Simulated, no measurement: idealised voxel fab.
A process module follows: voxel spacer lines.
The figure presents cross-section cut, which has a width of 200 nm and is divided into square cells with an edge length of 5 nm.
Cross-section, as written here: a square-cell grid given band by band from the top down, where a band holds one or more rows of cells. Read a band's entry like this: the first values are the height of its top and the height of its bottom in nm, and what follows is the sequence of materials from left to right, each with its width in nm. Note that "blank" is empty space, and that a single material marked "throughout" reaches across the band from edge to edge. Where do heights start? At 0: under that level the wafer as delivered is made of one material only. And the lowest band has no floor; it just carries on downward, as in "top 0, no bottom". The width entry "30..40" should be interpreted row by row: the top row of cells in the band takes the first number, the bottom row takes the second number, and the change between adjacent rows is uniform throughout. Where the words "everything unchanged" appear for a step, the cross-section shows no cell changed by that step; every cell remained as before. Empty spaces without an open route to the top, at least 8 cells in extent, make up the entry "closed voids"; each is given as width x height at distance, where the distance is measured from the left edge, and all are in nm. The remark found on a step's line after its settings is issued by the simulator itself and pertains to that step. The line of a step may include "overlay nm". On a step with a mask, this value is how far to the right of its planned place the mask lay. A negative value means the mask lay to the left.
[Planned process steps]
1: RECEIVE | material Si
2: CONFORMAL_DEP | material Al2O3 | thk nm 10
3: DIRECTIONAL_DEP | material TiN | thk nm 15
4: DIRECTIONAL_DEP | material aC | thk nm 20
5: PATTERN | tone cover | mask id MANDREL | material resist | width nm 25 | pitch nm 70 | thk nm 25 | overlay nm 0
6: DIRECTIONAL_ETCH | etch materials aC | depth nm 20
7: STRIP | etch materials resist
8: CONFORMAL_DEP | material SiO2 | thk nm 10
9: DIRECTIONAL_ETCH | etch materials SiO2 | depth nm 10
10: STRIP | etch materials aC
11: DIRECTIONAL_ETCH | etch materials TiN | depth nm 15
12: STRIP | etch materials SiO2
[What follows covers the first of two wafers; it ran as planned]
[Cross-section of the wafer at receipt, which is the condition after step 1]
top 0, no bottom | Si throughout
closed voids: none
[Presented here is a cross-section of the wafer after step 2 has been performed]
top 10, bottom 0 | Al2O3 throughout
Beneath the level 0, the cross-section is identical to its previous state.
[Presented here is a cross-section of the wafer after step 3 has been performed]
top 25, bottom 10 | TiN throughout
Beneath the level 10, the cross-section is identical to its previous state.
[Presented here is a cross-section of the wafer after step 4 has been performed]
top 45, bottom 25 | aC throughout
Beneath the level 25, the cross-section is identical to its previous state.
[Presented here is a cross-section of the wafer after step 5 has been performed]
top 70, bottom 45 | 15 nm blank | 25 nm resist | 45 nm blank | 25 nm resist | 45 nm blank | 25 nm resist | 20 nm blank
Beneath the level 45, the cross-section is identical to its previous state.
[Presented here is a cross-section of the wafer after step 6 has been performed]
top 50, bottom 45 | 15 nm blank | 25 nm resist | 45 nm blank | 25 nm resist | 45 nm blank | 25 nm resist | 20 nm blank
top 45, bottom 25 | 15 nm blank | 25 nm aC | 45 nm blank | 25 nm aC | 45 nm blank | 25 nm aC | 20 nm blank
Beneath the level 25, the cross-section is identical to its previous state.
[Presented here is a cross-section of the wafer after step 7 has been performed]
top 45, bottom 25 | 15 nm blank | 25 nm aC | 45 nm blank | 25 nm aC | 45 nm blank | 25 nm aC | 20 nm blank
Beneath the level 25, the cross-section is identical to its previous state.
[Presented here is a cross-section of the wafer after step 8 has been performed]
top 55, bottom 45 | 5 nm blank | 45 nm SiO2 | 25 nm blank | 45 nm SiO2 | 25 nm blank | 45 nm SiO2 | 10 nm blank
top 45, bottom 35 | 5 nm blank | 10 nm SiO2 | 25 nm aC | 10 nm SiO2 | 25 nm blank | 10 nm SiO2 | 25 nm aC | 10 nm SiO2 | 25 nm blank | 10 nm SiO2 | 25 nm aC | 10 nm SiO2 | 10 nm blank
top 35, bottom 25 | 15 nm SiO2 | 25 nm aC | 45 nm SiO2 | 25 nm aC | 45 nm SiO2 | 25 nm aC | 20 nm SiO2
Beneath the level 25, the cross-section is identical to its previous state.
[Presented here is a cross-section of the wafer after step 9 has been performed]
top 45, bottom 25 | 5 nm blank | 10 nm SiO2 | 25 nm aC | 10 nm SiO2 | 25 nm blank | 10 nm SiO2 | 25 nm aC | 10 nm SiO2 | 25 nm blank | 10 nm SiO2 | 25 nm aC | 10 nm SiO2 | 10 nm blank
Beneath the level 25, the cross-section is identical to its previous state.
[Presented here is a cross-section of the wafer after step 10 has been performed]
top 45, bottom 25 | 5 nm blank | 10 nm SiO2 | 25 nm blank | 10 nm SiO2 | 25 nm blank | 10 nm SiO2 | 25 nm blank | 10 nm SiO2 | 25 nm blank | 10 nm SiO2 | 25 nm blank | 10 nm SiO2 | 10 nm blank
Beneath the level 25, the cross-section is identical to its previous state.
[Presented here is a cross-section of the wafer after step 11 has been performed]
top 45, bottom 25 | 5 nm blank | 10 nm SiO2 | 25 nm blank | 10 nm SiO2 | 25 nm blank | 10 nm SiO2 | 25 nm blank | 10 nm SiO2 | 25 nm blank | 10 nm SiO2 | 25 nm blank | 10 nm SiO2 | 10 nm blank
top 25, bottom 10 | 5 nm blank | 10 nm TiN | 25 nm blank | 10 nm TiN | 25 nm blank | 10 nm TiN | 25 nm blank | 10 nm TiN | 25 nm blank | 10 nm TiN | 25 nm blank | 10 nm TiN | 10 nm blank
Beneath the level 10, the cross-section is identical to its previous state.
[Presented here is a cross-section of the wafer after step 12 has been performed]
top 25, bottom 10 | 5 nm blank | 10 nm TiN | 25 nm blank | 10 nm TiN | 25 nm blank | 10 nm TiN | 25 nm blank | 10 nm TiN | 25 nm blank | 10 nm TiN | 25 nm blank | 10 nm TiN | 10 nm blank
Beneath the level 10, the cross-section is identical to its previous state.
[Second Wafer (Identical Start and Plan, One Processing Error; Matches First Wafer Through Step 1)]
[Cross-section of the second wafer at the time by which step 2 should have been completed according to the plan]
top 10, bottom 0 | aC throughout
Beneath the level 0, the cross-section is identical to its previous state.
[Cross-section of the second wafer at the time by which step 3 should have been completed according to the plan]
top 25, bottom 10 | TiN throughout
Beneath the level 10, the cross-section is identical to its previous state.
[Cross-section of the second wafer at the time by which step 4 should have been completed according to the plan]
top 45, bottom 25 | aC throughout
Beneath the level 25, the cross-section is identical to its previous state.
[Cross-section of the second wafer at the time by which step 5 should have been completed according to the plan]
top 70, bottom 45 | 15 nm blank | 25 nm resist | 45 nm blank | 25 nm resist | 45 nm blank | 25 nm resist | 20 nm blank
Beneath the level 45, the cross-section is identical to its previous state.
[Cross-section of the second wafer at the time by which step 6 should have been completed according to the plan]
top 50, bottom 45 | 15 nm blank | 25 nm resist | 45 nm blank | 25 nm resist | 45 nm blank | 25 nm resist | 20 nm blank
top 45, bottom 25 | 15 nm blank | 25 nm aC | 45 nm blank | 25 nm aC | 45 nm blank | 25 nm aC | 20 nm blank
Beneath the level 25, the cross-section is identical to its previous state.
[Cross-section of the second wafer at the time by which step 7 should have been completed according to the plan]
top 45, bottom 25 | 15 nm blank | 25 nm aC | 45 nm blank | 25 nm aC | 45 nm blank | 25 nm aC | 20 nm blank
Beneath the level 25, the cross-section is identical to its previous state.
[Cross-section of the second wafer at the time by which step 8 should have been completed according to the plan]
top 55, bottom 45 | 5 nm blank | 45 nm SiO2 | 25 nm blank | 45 nm SiO2 | 25 nm blank | 45 nm SiO2 | 10 nm blank
top 45, bottom 35 | 5 nm blank | 10 nm SiO2 | 25 nm aC | 10 nm SiO2 | 25 nm blank | 10 nm SiO2 | 25 nm aC | 10 nm SiO2 | 25 nm blank | 10 nm SiO2 | 25 nm aC | 10 nm SiO2 | 10 nm blank
top 35, bottom 25 | 15 nm SiO2 | 25 nm aC | 45 nm SiO2 | 25 nm aC | 45 nm SiO2 | 25 nm aC | 20 nm SiO2
Beneath the level 25, the cross-section is identical to its previous state.
[Cross-section of the second wafer at the time by which step 9 should have been completed according to the plan]
top 45, bottom 25 | 5 nm blank | 10 nm SiO2 | 25 nm aC | 10 nm SiO2 | 25 nm blank | 10 nm SiO2 | 25 nm aC | 10 nm SiO2 | 25 nm blank | 10 nm SiO2 | 25 nm aC | 10 nm SiO2 | 10 nm blank
Beneath the level 25, the cross-section is identical to its previous state.
[Cross-section of the second wafer at the time by which step 10 should have been completed according to the plan]
top 45, bottom 25 | 5 nm blank | 10 nm SiO2 | 25 nm blank | 10 nm SiO2 | 25 nm blank | 10 nm SiO2 | 25 nm blank | 10 nm SiO2 | 25 nm blank | 10 nm SiO2 | 25 nm blank | 10 nm SiO2 | 10 nm blank
Beneath the level 25, the cross-section is identical to its previous state.
[Cross-section of the second wafer at the time by which step 11 should have been completed according to the plan]
top 45, bottom 25 | 5 nm blank | 10 nm SiO2 | 25 nm blank | 10 nm SiO2 | 25 nm blank | 10 nm SiO2 | 25 nm blank | 10 nm SiO2 | 25 nm blank | 10 nm SiO2 | 25 nm blank | 10 nm SiO2 | 10 nm blank
top 25, bottom 10 | 5 nm blank | 10 nm TiN | 25 nm blank | 10 nm TiN | 25 nm blank | 10 nm TiN | 25 nm blank | 10 nm TiN | 25 nm blank | 10 nm TiN | 25 nm blank | 10 nm TiN | 10 nm blank
Beneath the level 10, the cross-section is identical to its previous state.
[Cross-section of the second wafer at the time by which step 12 should have been completed according to the plan]
top 25, bottom 10 | 5 nm blank | 10 nm TiN | 25 nm blank | 10 nm TiN | 25 nm blank | 10 nm TiN | 25 nm blank | 10 nm TiN | 25 nm blank | 10 nm TiN | 25 nm blank | 10 nm TiN | 10 nm blank
Beneath the level 10, the cross-section is identical to its previous state.
The plan and the run diverged here: heads up, step 2 didn't go per plan, it actually ran as CONFORMAL_DEP | material aC | thk nm 10
Materials where the second wafer ends with more or fewer cells than the first: Al2O3 -80, aC +80
